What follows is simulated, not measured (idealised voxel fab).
process module | voxel local oxidation
240 nm wide, 5 nm square cells: that's cross-section cut.
Cross-section format: a grid of square cells, given as bands from top to bottom; each band is one or more rows of cells. The entry gives the band's vertical extent as a top height and a bottom height in nm, then its horizontal make-up as materials from left to right, each with a width in nm. "air" stands for empty space; a single material marked "full width" fills the band edge to edge. Counting heights begins at 0, where everything beneath is, in the wafer as received, one material. The lowest band has no bottom; it goes on downwards, as "0..down" shows. You'd read "30..40" like this: the band's top row of cells is as wide as the first number, its bottom row is as wide as the second, and going down, every row changes width by the same amount as the row before did. What does "no change" mean for a step? It means no cell of the cross-section changed in that step. Reported under the label "Closed internal cavities" are the empty spaces having no open way to the top and comprising 8 cells or more; the notation for each is width x height at distance, in which the distance is measured from the left edge and all three values are in nm. Heads up: the bit after the settings on a step's line is the simulator's remark on that step. The line of a step may include "overlay nm". On a step with a mask, this value is how far to the right of its planned place the mask lay. A negative value means the mask lay to the left.
# The steps planned for the process are as follows
1. RECEIVE with material Si
2. CONFORMAL_DEP with material SiO2, thk nm 5
3. CONFORMAL_DEP with material SiN, thk nm 10
4. PATTERN with tone cover, mask id ACTIVE, material resist, width nm 95, thk nm 15, overlay nm 0
5. DIRECTIONAL_ETCH with etch materials SiN, depth nm 10
6. STRIP with etch materials resist
7. SELECTIVE_ETCH with etch materials SiO2, depth nm 5
8. OXIDIZE with depth nm 10
9. STRIP with etch materials SiN
# Account of the first of two wafers, which was processed as intended
# Cross-section, incoming material, after step 1
- 0..down = Si full width
- Closed internal cavities: none
# Cross-section of the wafer subsequent to step 2
- 5..0 = SiO2 full width
- Everything under 0 stays put, no change at all.
# Cross-section of the wafer subsequent to step 3
- 15..5 = SiN full width
- Everything under 5 stays put, no change at all.
# Cross-section of the wafer subsequent to step 4
- 30..15 = 70 air / 95 resist / 75 air
- Everything under 15 stays put, no change at all.
# Cross-section of the wafer subsequent to step 5
- 30..15 = 70 air / 95 resist / 75 air
- 15..5 = 70 air / 95 SiN / 75 air
- Everything under 5 stays put, no change at all.
# Cross-section of the wafer subsequent to step 6
- 15..5 = 70 air / 95 SiN / 75 air
- Everything under 5 stays put, no change at all.
# Cross-section of the wafer subsequent to step 7
- 15..5 = 70 air / 95 SiN / 75 air
- 5..0 = 75 air / 85 SiO2 / 80 air
- Everything under 0 stays put, no change at all.
# Cross-section of the wafer subsequent to step 8
- 15..5 = 70 air / 95 SiN / 75 air
- 5..0 = 75 air / 85 SiO2 / 80 air
- 0..-10 = 85 SiO2 / 65 Si / 90 SiO2
- Everything under -10 stays put, no change at all.
# Cross-section of the wafer subsequent to step 9
- 5..0 = 75 air / 85 SiO2 / 80 air
- Everything under 0 stays put, no change at all.
# Companion wafer, the second of two: same beginning, same intended sequence, one mistake in carrying it out; through step 3 inclusive it tracks the first exactly
# What the second wafer looks like in cross-section when step 4 should have wrapped up
- 30..15 = 65 air / 105 resist / 70 air
- Everything under 15 stays put, no change at all.
# What the second wafer looks like in cross-section when step 5 should have wrapped up
- 30..15 = 65 air / 105 resist / 70 air
- 15..5 = 65 air / 105 SiN / 70 air
- Everything under 5 stays put, no change at all.
# What the second wafer looks like in cross-section when step 6 should have wrapped up
- 15..5 = 65 air / 105 SiN / 70 air
- Everything under 5 stays put, no change at all.
# What the second wafer looks like in cross-section when step 7 should have wrapped up
- 15..5 = 65 air / 105 SiN / 70 air
- 5..0 = 70 air / 95 SiO2 / 75 air
- Everything under 0 stays put, no change at all.
# What the second wafer looks like in cross-section when step 8 should have wrapped up
- 15..5 = 65 air / 105 SiN / 70 air
- 5..0 = 70 air / 95 SiO2 / 75 air
- 0..-10 = 80 SiO2 / 75 Si / 85 SiO2
- Everything under -10 stays put, no change at all.
# What the second wafer looks like in cross-section when step 9 should have wrapped up
- 5..0 = 70 air / 95 SiO2 / 75 air
- Everything under 0 stays put, no change at all.
What was the processing mistake? heads up, step 4 didn't go per plan, it actually ran as PATTERN with tone cover, mask id ACTIVE, material resist, width nm 105, thk nm 15, overlay nm 0
Final tally in cells, some materials are higher or lower on the second wafer than on the first: Si: 4 more, SiO2: 2 fewer
